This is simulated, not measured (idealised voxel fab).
Process module name: voxel fin reveal
This is section cut - it's 200 nm across, gridded in 5 nm square cells.
Think of the cross-section as a grid of square cells. We describe it in bands, top to bottom, and each band covers one or more rows of those cells. Band entry format. Leading values: height of top, height of bottom, nm. Remainder: materials in left-to-right order, each with its width in nm. Special words: "throughout" on a single material, which then fills the band edge to edge; "empty", empty space. Height datum 0, below which the as-received substrate wafer is one material. Lowest band open at the bottom, running downward: "0 nm and below". With a width like "30..40", each row of cells in the band differs from the next by the same amount, the top row carrying the first number and the bottom row the second. The designation "remained the same", where it is given for a processing step, indicates that no cell of the cross-section was altered in the course of that step. This entry, "Sealed void listing", enumerates those empty regions of no fewer than 8 cells that possess no open connection to the top. Each region is reported in the form width x height at distance, the distance being taken from the left edge, with all three quantities expressed in nm. Anything after a step's settings on that line? It's the simulator's own note about the step. The setting "overlay nm" may be written on the line of a step. When the step uses a mask, the value reports how far to the right of the planned place the mask lay, and a negative value reports that it lay to the left.

PROCESS STEPS - PLAN
1) RECEIVE with material Si
2) CONFORMAL_DEP with material SiN, thk nm 5
3) DIRECTIONAL_DEP with material aC, thk nm 15
4) PATTERN with tone cover, mask id FINS, material resist, width nm 15, pitch nm 35, thk nm 35, overlay nm 0
5) DIRECTIONAL_ETCH with etch materials aC, depth nm 15
6) STRIP with etch materials resist
7) DIRECTIONAL_ETCH with etch materials SiN, depth nm 5
8) DIRECTIONAL_ETCH with etch materials Si, depth nm 35
9) STRIP with etch materials aC
10) OXIDIZE with depth nm 5
11) FILL_DEP with material SiO2, thk nm 10
12) CMP with height nm -5
13) SELECTIVE_ETCH with etch materials SiO2, depth nm 30
14) STRIP with etch materials SiN
The wafers are alike at the start. At step 12, their height nm differs. The plan lists the first wafer's value.

FIRST OF SEVERAL WAFERS (AS RECEIVED, POST STEP 1), CROSS-SECTIONAL VIEW
- 0 nm and below | Si throughout
- Sealed void listing: none

QUICK LOOK AT THE CROSS-SECTION OF THE FIRST OF SEVERAL WAFERS AFTER STEP 14, WHICH WRAPS UP THE MODULE
- -5 nm to -35 nm | 80 empty; 5 Si; 30 empty; 5 Si; 80 empty
- -35 nm to -40 nm | 80 SiO2; 5 Si; 30 SiO2; 5 Si; 80 SiO2
- -40 nm and below | Si throughout
- Sealed void listing: none

HERE WE CROSS-SECTIONED THE LAST OF THE WAFERS ONCE THE MODULE WAS DONE
- 0 nm to -15 nm | 80 empty; 5 Si; 30 empty; 5 Si; 80 empty
- -15 nm to -40 nm | 80 SiO2; 5 Si; 30 SiO2; 5 Si; 80 SiO2
- -40 nm and below | Si throughout
- Sealed void listing: none

THE TABLE BELOW HAS ONE ROW FOR EACH WAFER; A ROW SHOWS, AS OF THE END OF THE MODULE, HOW MANY CELLS OF EACH MATERIAL THE WAFER HAS GAINED, MARKED (+), OR LOST, MARKED (-), SINCE IT WAS RECEIVED, AND THEN THE WAFER'S CLOSED VOIDS
height nm -5; -306 Si; +38 SiO2; Sealed void listing: none
height nm 0; -304 Si; +76 SiO2; Sealed void listing: none
height nm 5; -304 Si; +114 SiO2; Sealed void listing: none
height nm 10; -304 Si; +152 SiO2; Sealed void listing: none
height nm 15; -304 Si; +190 SiO2; Sealed void listing: none
